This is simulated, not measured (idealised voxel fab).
process module | voxel fin reveal
cross-section cut | 195 nm wide | cells 5 nm
A cross-section is a grid of square cells, given in bands from the top down. A band is one or more rows of cells.
Each band's line starts with the height of the band's top and of its bottom, in nm. Then come its materials from left to right, each with its width in nm. One material with "throughout" fills the band from edge to edge. "air" is empty space.
Height 0 is the level under which the wafer as received is all one material. The lowest band goes on downwards, as in "0 down".
A width such as "30 to 40" changes by the same amount from each row of cells to the next, from the band's top row to its bottom row.
"no change" after a step means that no cell of the cross-section changed.
closed voids: empty space of 8 cells or more with no open way to the top, each as width x height at its distance from the left edge, in nm
after a step's settings: what the simulator itself notes on the step
overlay nm, on a step with a mask: how far to the right of its planned place the mask lay; to the left if negative
plan
1 op RECEIVE | material Si
2 op CONFORMAL_DEP | material SiN | thk nm 5
3 op PATTERN | tone cover | mask id FINS | material resist | width nm 15 | pitch nm 35 | thk nm 20 | overlay nm 0
4 op DIRECTIONAL_ETCH | etch materials SiN | depth nm 5
5 op DIRECTIONAL_ETCH | etch materials Si | depth nm 40
6 op STRIP | etch materials resist
7 op FILL_DEP | material SiO2 | thk nm 10
8 op CMP | height nm 5
9 op SELECTIVE_ETCH | etch materials SiO2 | depth nm 30
10 op STRIP | etch materials SiN
11 op CONFORMAL_DEP | material SiO2 | thk nm 5
first wafer, as planned
as received, after step 1
  0 down: Si throughout
  closed voids: none
after step 2
  5 to 0: SiN throughout
  below 0: unchanged
after step 3
  25 to 5: air 70 | resist 15 | air 20 | resist 15 | air 75
  below 5: unchanged
after step 4
  25 to 5: air 70 | resist 15 | air 20 | resist 15 | air 75
  5 to 0: air 70 | SiN 15 | air 20 | SiN 15 | air 75
  below 0: unchanged
after step 5
  25 to 5: air 70 | resist 15 | air 20 | resist 15 | air 75
  5 to 0: air 70 | SiN 15 | air 20 | SiN 15 | air 75
  0 to -40: air 70 | Si 15 | air 20 | Si 15 | air 75
  below -40: unchanged
after step 6
  5 to 0: air 70 | SiN 15 | air 20 | SiN 15 | air 75
  below 0: unchanged
after step 7
  15 to 5: SiO2 throughout
  5 to 0: SiO2 70 | SiN 15 | SiO2 20 | SiN 15 | SiO2 75
  0 to -40: SiO2 70 | Si 15 | SiO2 20 | Si 15 | SiO2 75
  below -40: unchanged
after step 8
  5 to 0: SiO2 70 | SiN 15 | SiO2 20 | SiN 15 | SiO2 75
  below 0: unchanged
after step 9
  5 to 0: air 70 | SiN 15 | air 20 | SiN 15 | air 75
  0 to -25: air 70 | Si 15 | air 20 | Si 15 | air 75
  below -25: unchanged
after step 10
  0 to -25: air 70 | Si 15 | air 20 | Si 15 | air 75
  below -25: unchanged
after step 11
  5 to 0: air 65 | SiO2 25 | air 10 | SiO2 25 | air 70
  0 to -20: air 65 | SiO2 5 | Si 15 | SiO2 5 | air 10 | SiO2 5 | Si 15 | SiO2 5 | air 70
  -20 to -40: SiO2 70 | Si 15 | SiO2 20 | Si 15 | SiO2 75
  below -40: unchanged
second wafer: like start, like plan, one mistake. Through step 4 it matches the first wafer
when step 5 should have ended
  25 to 5: air 70 | resist 15 | air 20 | resist 15 | air 75
  5 to 0: air 70 | SiN 15 | air 20 | SiN 15 | air 75
  0 to -45: air 70 | Si 15 | air 20 | Si 15 | air 75
  below -45: unchanged
when step 6 should have ended
  5 to 0: air 70 | SiN 15 | air 20 | SiN 15 | air 75
  below 0: unchanged
when step 7 should have ended
  15 to 5: SiO2 throughout
  5 to 0: SiO2 70 | SiN 15 | SiO2 20 | SiN 15 | SiO2 75
  0 to -45: SiO2 70 | Si 15 | SiO2 20 | Si 15 | SiO2 75
  below -45: unchanged
when step 8 should have ended
  5 to 0: SiO2 70 | SiN 15 | SiO2 20 | SiN 15 | SiO2 75
  below 0: unchanged
when step 9 should have ended
  5 to 0: air 70 | SiN 15 | air 20 | SiN 15 | air 75
  0 to -25: air 70 | Si 15 | air 20 | Si 15 | air 75
  below -25: unchanged
when step 10 should have ended
  0 to -25: air 70 | Si 15 | air 20 | Si 15 | air 75
  below -25: unchanged
when step 11 should have ended
  5 to 0: air 65 | SiO2 25 | air 10 | SiO2 25 | air 70
  0 to -20: air 65 | SiO2 5 | Si 15 | SiO2 5 | air 10 | SiO2 5 | Si 15 | SiO2 5 | air 70
  -20 to -45: SiO2 70 | Si 15 | SiO2 20 | Si 15 | SiO2 75
  below -45: unchanged
what went wrong: step 5 ran as: op DIRECTIONAL_ETCH | etch materials Si | depth nm 45
at the end the second wafer has, in cells: 33 fewer of Si | 33 more of SiO2
